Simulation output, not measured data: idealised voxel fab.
Presented below is a process module, voxel air gaps.
We display cut, a cross-section 220 nm in width whose square cells are each 5 nm.
Notation: cross-section as square-cell grid; stated in bands, top first, going down; one or more cell rows per band.
First you get the band's top height and its bottom height, in nm, and then the materials it's made of, left to right, with each width in nm. If you see a single material with "edge to edge", that one covers the band edge to edge. "blank" is empty space.
A quick word on heights: they are counted from 0, and under that level the wafer as it came to us is one material throughout. The lowest band is different from the rest in having no bottom; it simply continues downward, written as in "z 0 and below".
Graded width ("30 to 40"): value in top row of band = first number; value in bottom row = second number; row-to-row change constant.
The designation "all unchanged", where it is given for a processing step, indicates that no cell of the cross-section was altered in the course of that step.
Entry "Fully closed voids" = empty spaces >= 8 cells with no open way to the top; each as width x height at distance, distance from left edge, all nm.
Where a step's line continues beyond its settings, the continuation is a remark by the simulator itself on that step.
If you see "overlay nm" on a step's line and that step has a mask, it's telling you how far right of where it was planned the mask ended up; a negative number means it went left instead.
**Process steps - plan**
| 1 | RECEIVE: material Si |
| 2 | CONFORMAL_DEP: material SiO2, thk nm 10 |
| 3 | CONFORMAL_DEP: material SiCN, thk nm 5 |
| 4 | DIRECTIONAL_DEP: material SiO2, thk nm 30 |
| 5 | PATTERN: tone open, mask id LINES, material resist, width nm 25, pitch nm 50, thk nm 15, overlay nm 0 |
| 6 | DIRECTIONAL_ETCH: etch materials SiO2, depth nm 30 |
| 7 | STRIP: etch materials resist |
| 8 | CONFORMAL_DEP: material TiN, thk nm 5 |
| 9 | FILL_DEP: material Ru, thk nm 5 |
| 10 | CMP: height nm 45 |
| 11 | EPI: material Ru, thk nm 10 |
| 12 | SELECTIVE_ETCH: etch materials SiO2, depth nm 40 |
| 13 | CONFORMAL_DEP: material SiCN, thk nm 5 |
**The first of the two wafers, which ran as planned**
**Cross-sectional view of the wafer in its as-received condition, corresponding to the state after step 1**
- z 0 and below  Si edge to edge
- Fully closed voids: none
**The following cross-section depicts the wafer upon completion of step 2**
- z 10 to 0  SiO2 edge to edge
- Under the height 0 nothing was changed.
**The following cross-section depicts the wafer upon completion of step 3**
- z 15 to 10  SiCN edge to edge
- Under the height 10 nothing was changed.
**The following cross-section depicts the wafer upon completion of step 4**
- z 45 to 15  SiO2 edge to edge
- Under the height 15 nothing was changed.
**The following cross-section depicts the wafer upon completion of step 5**
- z 60 to 45  20 nm resist, then 25 nm blank, then 25 nm resist, then 25 nm blank, then 25 nm resist, then 25 nm blank, then 25 nm resist, then 25 nm blank, then 25 nm resist
- Under the height 45 nothing was changed.
**The following cross-section depicts the wafer upon completion of step 6**
- z 60 to 45  20 nm resist, then 25 nm blank, then 25 nm resist, then 25 nm blank, then 25 nm resist, then 25 nm blank, then 25 nm resist, then 25 nm blank, then 25 nm resist
- z 45 to 15  20 nm SiO2, then 25 nm blank, then 25 nm SiO2, then 25 nm blank, then 25 nm SiO2, then 25 nm blank, then 25 nm SiO2, then 25 nm blank, then 25 nm SiO2
- Under the height 15 nothing was changed.
**The following cross-section depicts the wafer upon completion of step 7**
- z 45 to 15  20 nm SiO2, then 25 nm blank, then 25 nm SiO2, then 25 nm blank, then 25 nm SiO2, then 25 nm blank, then 25 nm SiO2, then 25 nm blank, then 25 nm SiO2
- Under the height 15 nothing was changed.
**The following cross-section depicts the wafer upon completion of step 8**
- z 50 to 45  25 nm TiN, then 15 nm blank, then 35 nm TiN, then 15 nm blank, then 35 nm TiN, then 15 nm blank, then 35 nm TiN, then 15 nm blank, then 30 nm TiN
- z 45 to 20  20 nm SiO2, then 5 nm TiN, then 15 nm blank, then 5 nm TiN, then 25 nm SiO2, then 5 nm TiN, then 15 nm blank, then 5 nm TiN, then 25 nm SiO2, then 5 nm TiN, then 15 nm blank, then 5 nm TiN, then 25 nm SiO2, then 5 nm TiN, then 15 nm blank, then 5 nm TiN, then 25 nm SiO2
- z 20 to 15  20 nm SiO2, then 25 nm TiN, then 25 nm SiO2, then 25 nm TiN, then 25 nm SiO2, then 25 nm TiN, then 25 nm SiO2, then 25 nm TiN, then 25 nm SiO2
- Under the height 15 nothing was changed.
**The following cross-section depicts the wafer upon completion of step 9**
- z 55 to 50  Ru edge to edge
- z 50 to 45  25 nm TiN, then 15 nm Ru, then 35 nm TiN, then 15 nm Ru, then 35 nm TiN, then 15 nm Ru, then 35 nm TiN, then 15 nm Ru, then 30 nm TiN
- z 45 to 20  20 nm SiO2, then 5 nm TiN, then 15 nm Ru, then 5 nm TiN, then 25 nm SiO2, then 5 nm TiN, then 15 nm Ru, then 5 nm TiN, then 25 nm SiO2, then 5 nm TiN, then 15 nm Ru, then 5 nm TiN, then 25 nm SiO2, then 5 nm TiN, then 15 nm Ru, then 5 nm TiN, then 25 nm SiO2
- Under the height 20 nothing was changed.
**The following cross-section depicts the wafer upon completion of step 10**
- z 45 to 20  20 nm SiO2, then 5 nm TiN, then 15 nm Ru, then 5 nm TiN, then 25 nm SiO2, then 5 nm TiN, then 15 nm Ru, then 5 nm TiN, then 25 nm SiO2, then 5 nm TiN, then 15 nm Ru, then 5 nm TiN, then 25 nm SiO2, then 5 nm TiN, then 15 nm Ru, then 5 nm TiN, then 25 nm SiO2
- Under the height 20 nothing was changed.
**The following cross-section depicts the wafer upon completion of step 11**
- z 55 to 45  10 nm blank, then 45 nm Ru, then 5 nm blank, then 45 nm Ru, then 5 nm blank, then 45 nm Ru, then 5 nm blank, then 45 nm Ru, then 15 nm blank
- Under the height 45 nothing was changed.
**The following cross-section depicts the wafer upon completion of step 12**
- z 55 to 45  10 nm blank, then 45 nm Ru, then 5 nm blank, then 45 nm Ru, then 5 nm blank, then 45 nm Ru, then 5 nm blank, then 45 nm Ru, then 15 nm blank
- z 45 to 20  20 nm blank, then 5 nm TiN, then 15 nm Ru, then 5 nm TiN, then 25 nm blank, then 5 nm TiN, then 15 nm Ru, then 5 nm TiN, then 25 nm blank, then 5 nm TiN, then 15 nm Ru, then 5 nm TiN, then 25 nm blank, then 5 nm TiN, then 15 nm Ru, then 5 nm TiN, then 25 nm blank
- z 20 to 15  20 nm blank, then 25 nm TiN, then 25 nm blank, then 25 nm TiN, then 25 nm blank, then 25 nm TiN, then 25 nm blank, then 25 nm TiN, then 25 nm blank
- Under the height 15 nothing was changed.
**The following cross-section depicts the wafer upon completion of step 13**
- z 60 to 55  5 nm blank, then 205 nm SiCN, then 10 nm blank
- z 55 to 45  5 nm blank, then 5 nm SiCN, then 45 nm Ru, then 5 nm SiCN, then 45 nm Ru, then 5 nm SiCN, then 45 nm Ru, then 5 nm SiCN, then 45 nm Ru, then 5 nm SiCN, then 10 nm blank
- z 45 to 40  5 nm blank, then 15 nm SiCN, then 5 nm TiN, then 15 nm Ru, then 5 nm TiN, then 25 nm SiCN, then 5 nm TiN, then 15 nm Ru, then 5 nm TiN, then 25 nm SiCN, then 5 nm TiN, then 15 nm Ru, then 5 nm TiN, then 25 nm SiCN, then 5 nm TiN, then 15 nm Ru, then 5 nm TiN, then 15 nm SiCN, then 10 nm blank
- z 40 to 20  15 nm blank, then 5 nm SiCN, then 5 nm TiN, then 15 nm Ru, then 5 nm TiN, then 5 nm SiCN, then 15 nm blank, then 5 nm SiCN, then 5 nm TiN, then 15 nm Ru, then 5 nm TiN, then 5 nm SiCN, then 15 nm blank, then 5 nm SiCN, then 5 nm TiN, then 15 nm Ru, then 5 nm TiN, then 5 nm SiCN, then 15 nm blank, then 5 nm SiCN, then 5 nm TiN, then 15 nm Ru, then 5 nm TiN, then 5 nm SiCN, then 20 nm blank
- z 20 to 15  20 nm SiCN, then 25 nm TiN, then 25 nm SiCN, then 25 nm TiN, then 25 nm SiCN, then 25 nm TiN, then 25 nm SiCN, then 25 nm TiN, then 25 nm SiCN
- Under the height 15 nothing was changed.
- Fully closed voids: 15 x 20 at 50; 15 x 20 at 100; 15 x 20 at 150
**Notes, second wafer: start = first wafer's, plan = first wafer's, execution had one mistake; history identical to first through step 12**
Cross-sectional representation of the second wafer at the time designated in the plan for the completion of step 13: all unchanged
Here's what went sideways: not run: step 13 of the plan (skipped)
Once processing is complete, comparing cell counts shows that the second wafer has more or fewer of certain materials than the first: SiCN: 128 fewer
End state: 3 closed voids on the first wafer, 0 on the second.
